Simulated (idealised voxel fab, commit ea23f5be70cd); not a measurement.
Process module, titled voxel capacitor over wiring
The width of the displayed cross-section, cut, is 220 nm; its cells are square, with a size of 5 nm.
A cross-section in this document is a grid of square cells, and it is written down as bands, the top band listed before the ones below it; a band is made up of one or more rows of cells. Each band's line starts with the height of the band's top and of its bottom, in nm. Then come its materials from left to right, each with its width in nm. One material with "edge to edge" fills the band from edge to edge. "air" is empty space. Measure heights from 0. That's the level where, below it, the as-received wafer is all one material. The lowest band is bottomless and extends downward; write it as in "0 and below". Think of "30 to 40" as a width that walks from the first number to the second as you go down the band, top row to bottom row, taking equal-sized steps from row to row. Basically "no alterations made" means that step didn't change any cell in the cross-section. "Closed cavity list": empty spaces of 8 cells or more with no open way to the top, each given as width x height at distance, distance from the left edge, all in nm. Anything after a step's settings on that line? It's the simulator's own note about the step. A step line may carry the setting "overlay nm", which, for steps involving a mask, states the distance by which the mask lay to the right of its intended position; negative values denote displacement to the left.
-- plan
| 1 | RECEIVE [material Si] |
| 2 | CONFORMAL_DEP [material SiO2] [thk nm 15] |
| 3 | CONFORMAL_DEP [material SiN] [thk nm 5] |
| 4 | DIRECTIONAL_DEP [material SiO2] [thk nm 25] |
| 5 | MASKED_ETCH [tone open] [mask id METAL_1] [width nm 20] [pitch nm 80] [etch materials SiO2] [depth nm 25] [overlay nm 0] |
| 6 | MASKED_ETCH [tone open] [mask id METAL_1] [width nm 20] [pitch nm 80] [etch materials SiN] [depth nm 5] [overlay nm 0] |
| 7 | CONFORMAL_DEP [material TiN] [thk nm 5] |
| 8 | FILL_DEP [material Ru] [thk nm 10] |
| 9 | CMP [height nm 45] |
| 10 | EPI [material Ru] [thk nm 5] |
| 11 | FILL_DEP [material SiCN] [thk nm 5] |
| 12 | DIRECTIONAL_DEP [material lowk] [thk nm 10] |
| 13 | MASKED_ETCH [tone open] [mask id PLUG_1] [width nm 15] [etch materials lowk] [depth nm 10] [overlay nm 0] |
| 14 | MASKED_ETCH [tone open] [mask id PLUG_1] [width nm 15] [etch materials SiCN] [depth nm 5] [overlay nm 0] |
| 15 | EPI [material Ru] [thk nm 10] |
| 16 | EPI [material Ru] [thk nm 5] |
| 17 | DIRECTIONAL_DEP [material TiN] [thk nm 10] |
| 18 | DIRECTIONAL_DEP [material Al2O3] [thk nm 5] |
| 19 | DIRECTIONAL_DEP [material TiN] [thk nm 10] |
| 20 | PATTERN [tone cover] [mask id UPPER_PLATE] [material resist] [width nm 65] [thk nm 20] [overlay nm 0] |
| 21 | DIRECTIONAL_ETCH [etch materials TiN] [depth nm 10] |
| 22 | DIRECTIONAL_ETCH [etch materials Al2O3] [depth nm 5] |
| 23 | STRIP [etch materials resist] |
| 24 | DIRECTIONAL_DEP [material aC] [thk nm 15] |
| 25 | PATTERN [tone cover] [mask id LOWER_PLATE] [material resist] [width nm 75] [thk nm 30] [overlay nm 0] |
| 26 | DIRECTIONAL_ETCH [etch materials aC] [depth nm 15] |
| 27 | STRIP [etch materials resist] |
| 28 | DIRECTIONAL_ETCH [etch materials TiN] [depth nm 10] |
| 29 | STRIP [etch materials aC] |
| 30 | FILL_DEP [material SiO2] [thk nm 15] |
| 31 | CMP [height nm 100] |
| 32 | DIRECTIONAL_DEP [material aC] [thk nm 15] |
| 33 | PATTERN [tone open] [mask id PLUG_2] [material resist] [width nm 15] [thk nm 35] [overlay nm 0] |
| 34 | DIRECTIONAL_ETCH [etch materials aC] [depth nm 15] |
| 35 | STRIP [etch materials resist] |
| 36 | DIRECTIONAL_ETCH [etch materials SiO2] [depth nm 10] |
| 37 | STRIP [etch materials aC] |
| 38 | CONFORMAL_DEP [material TiN] [thk nm 5] |
| 39 | FILL_DEP [material Ru] [thk nm 5] |
| 40 | CMP [height nm 100] |
| 41 | CONFORMAL_DEP [material SiN] [thk nm 5] |
-- So this is the incoming wafer in cross-section - it's already been through step 1
0 and below  Si edge to edge
Closed cavity list: none
-- Look at the cross-section after the module: the wafer started out the way shown above and the plan was the one shown above, yet one mistake was made along the way
105 down to 100  SiN edge to edge
100 down to 95  SiO2 75, TiN 5, Ru 5, TiN 5, SiO2 130
95 down to 90  SiO2 75, TiN 15, SiO2 130
90 down to 80  SiO2 65, TiN 65, SiO2 90
80 down to 75  SiO2 65, Al2O3 65, SiO2 90
75 down to 65  SiO2 60, TiN 75, SiO2 85
65 down to 55  lowk 65, Ru 15, lowk 140
55 down to 50  SiCN 65, Ru 15, SiCN 140
50 down to 45  SiCN 55, Ru 30, SiCN 50, Ru 30, SiCN 55
45 down to 25  SiO2 60, TiN 5, Ru 10, TiN 5, SiO2 60, TiN 5, Ru 10, TiN 5, SiO2 60
25 down to 20  SiN 60, TiN 20, SiN 60, TiN 20, SiN 60
20 down to 0  SiO2 edge to edge
0 and below  Si edge to edge
Closed cavity list: none
What broke from the plan during processing? step 2 deviated from plan and actually ran as CONFORMAL_DEP [material SiO2] [thk nm 20]
